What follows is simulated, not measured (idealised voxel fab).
Process module under the name voxel transistor to metal
We display cut, a cross-section 200 nm in width whose square cells are each 5 nm.
Throughout this document, each cross-section is represented as a grid of square cells and is presented as a sequence of bands enumerated from the top downward, where a band comprises one or more rows of cells.
Within each band entry, the heights of the top and of the bottom of the band appear first, in that order and in nm; the materials of the band then follow from left to right, each with its corresponding width in nm. The designation "edge to edge" on a single material indicates that it fills the band from edge to edge; the designation "empty" indicates empty space.
It should be noted that heights are counted from 0, beneath which the wafer as supplied is of one material throughout, and that the lowest band possesses no lower boundary but continues downward, as written in "0 nm and below".
Width "30..40": first value at the band's top row of cells, second value at its bottom row, equal change from row to row.
For the purposes of this document, the phrase "remained the same" attached to a step denotes that no cell within the cross-section was modified by that step.
Closed empty spaces (no open way to the top) of 8 cells or more are what "Unvented internal voids" lists, each as width x height at distance from the left edge, nm for all three.
On each step's line, the part that comes after the settings is the simulator's own comment on the step.
When a step includes a mask, the "overlay nm" setting on its line states how far to the right of its planned place that mask lay, and negative values state how far to the left.

# Process steps - plan
1 RECEIVE, material Si
2 CONFORMAL_DEP, material SiO2, thk nm 5
3 CONFORMAL_DEP, material SiN, thk nm 15
4 PATTERN, tone cover, mask id ACTIVE, material resist, width nm 105, thk nm 15, overlay nm 0
5 DIRECTIONAL_ETCH, etch materials SiN, depth nm 15
6 DIRECTIONAL_ETCH, etch materials SiO2, depth nm 5
7 DIRECTIONAL_ETCH, etch materials Si, depth nm 35
8 STRIP, etch materials resist
9 OXIDIZE, depth nm 5
10 FILL_DEP, material SiO2, thk nm 5
11 CMP, height nm 20
12 SELECTIVE_ETCH, etch materials SiO2, depth nm 15
13 STRIP, etch materials SiN
14 SELECTIVE_ETCH, etch materials SiO2, depth nm 5
15 OXIDIZE, depth nm 5
16 DIRECTIONAL_DEP, material polySi, thk nm 30
17 DIRECTIONAL_DEP, material SiCN, thk nm 15
18 DIRECTIONAL_DEP, material aC, thk nm 15
19 PATTERN, tone cover, mask id GATE, material resist, width nm 15, thk nm 30, overlay nm 0
20 DIRECTIONAL_ETCH, etch materials aC, depth nm 15
21 STRIP, etch materials resist
22 DIRECTIONAL_ETCH, etch materials SiCN, depth nm 25
23 DIRECTIONAL_ETCH, etch materials polySi, depth nm 40
24 STRIP, etch materials aC
25 CONFORMAL_DEP, material SiN, thk nm 10
26 DIRECTIONAL_ETCH, etch materials SiN, depth nm 10
27 DIRECTIONAL_ETCH, etch materials SiO2, depth nm 5
28 DIRECTIONAL_ETCH, etch materials Si, depth nm 10
29 EPI, material pSi, thk nm 15
30 FILL_DEP, material SiO2, thk nm 5
31 CMP, height nm 45
32 DIRECTIONAL_DEP, material SiO2, thk nm 10
33 MASKED_ETCH, tone open, mask id CONTACT, width nm 20, pitch nm 75, etch materials SiO2, depth nm 55, overlay nm 0
34 CONFORMAL_DEP, material TiN, thk nm 5
35 FILL_DEP, material Ru, thk nm 10
36 CMP, height nm 55
37 CONFORMAL_DEP, material SiCN, thk nm 5
38 DIRECTIONAL_DEP, material SiO2, thk nm 20
39 MASKED_ETCH, tone open, mask id METAL_1, width nm 20, pitch nm 75, etch materials SiO2, depth nm 20, overlay nm 0
40 MASKED_ETCH, tone open, mask id METAL_1, width nm 20, pitch nm 75, etch materials SiCN, depth nm 5, overlay nm 0
41 CONFORMAL_DEP, material TiN, thk nm 5
42 FILL_DEP, material Cu, thk nm 5
43 CMP, height nm 80
44 CONFORMAL_DEP, material SiCN, thk nm 5
45 DIRECTIONAL_DEP, material lowk, thk nm 35
46 PATTERN, tone open, mask id METAL_2, material resist, width nm 20, pitch nm 75, thk nm 15, overlay nm 0
47 DIRECTIONAL_ETCH, etch materials lowk, depth nm 20
48 STRIP, etch materials resist
49 MASKED_ETCH, tone open, mask id METAL_2_HOLES, width nm 15, pitch nm 75, etch materials lowk, depth nm 15, overlay nm 0
50 MASKED_ETCH, tone open, mask id METAL_2_HOLES, width nm 15, pitch nm 75, etch materials SiCN, depth nm 5, overlay nm 0
51 CONFORMAL_DEP, material TiN, thk nm 5
52 FILL_DEP, material Ru, thk nm 5
53 CMP, height nm 120
54 CONFORMAL_DEP, material SiN, thk nm 5

# Incoming wafer in cross-section (state: after step 1)
	0 nm and below = Si edge to edge
	Unvented internal voids: none

# Here's the wafer cut in cross-section after the module, started and planned just like above, except one thing was done wrong in the run
	125 nm to 120 nm = SiN edge to edge
	120 nm to 105 nm = 45 of lowk  5 of TiN  10 of Ru  5 of TiN  55 of lowk  5 of TiN  10 of Ru  5 of TiN  60 of lowk
	105 nm to 100 nm = 45 of lowk  10 of TiN  5 of Ru  5 of TiN  55 of lowk  10 of TiN  5 of Ru  5 of TiN  60 of lowk
	100 nm to 85 nm = 50 of lowk  5 of TiN  5 of Ru  5 of TiN  60 of lowk  5 of TiN  5 of Ru  5 of TiN  60 of lowk
	85 nm to 80 nm = 50 of SiCN  15 of TiN  60 of SiCN  15 of TiN  60 of SiCN
	80 nm to 60 nm = 50 of SiO2  5 of TiN  10 of Cu  5 of TiN  55 of SiO2  5 of TiN  10 of Cu  5 of TiN  55 of SiO2
	60 nm to 55 nm = 50 of SiCN  20 of TiN  55 of SiCN  20 of TiN  55 of SiCN
	55 nm to 45 nm = 50 of SiO2  5 of TiN  10 of Ru  5 of TiN  55 of SiO2  5 of TiN  10 of Ru  5 of TiN  55 of SiO2
	45 nm to 30 nm = 50 of SiO2  5 of TiN  10 of Ru  5 of TiN  10 of SiO2  10 of SiN  15 of SiCN  10 of SiN  10 of SiO2  5 of TiN  10 of Ru  5 of TiN  55 of SiO2
	30 nm to 15 nm = 50 of SiO2  5 of TiN  10 of Ru  5 of TiN  10 of SiO2  10 of SiN  15 of polySi  10 of SiN  10 of SiO2  5 of TiN  10 of Ru  5 of TiN  55 of SiO2
	15 nm to 10 nm = 50 of SiO2  5 of TiN  5 of Ru  10 of TiN  10 of SiO2  10 of SiN  15 of polySi  10 of SiN  10 of SiO2  10 of TiN  5 of Ru  5 of TiN  55 of SiO2
	10 nm to 5 nm = 50 of SiO2  5 of TiN  5 of Ru  5 of TiN  15 of pSi  10 of SiN  15 of polySi  10 of SiN  15 of pSi  5 of TiN  5 of Ru  5 of TiN  55 of SiO2
	5 nm to 0 nm = 50 of SiO2  15 of TiN  15 of pSi  10 of SiN  15 of polySi  10 of SiN  15 of pSi  15 of TiN  55 of SiO2
	0 nm to -5 nm = 45 of SiO2  35 of pSi  35 of SiO2  35 of pSi  50 of SiO2
	-5 nm to -15 nm = 50 of SiO2  30 of pSi  35 of Si  30 of pSi  55 of SiO2
	-15 nm to -40 nm = 50 of SiO2  95 of Si  55 of SiO2
	-40 nm and below = Si edge to edge
	Unvented internal voids: none
Where did the run depart from the plan? it should be noted that step 46 was executed with settings other than those planned, the operation and settings actually applied being PATTERN, tone open, mask id METAL_2, material resist, width nm 20, pitch nm 75, thk nm 15, overlay nm -5
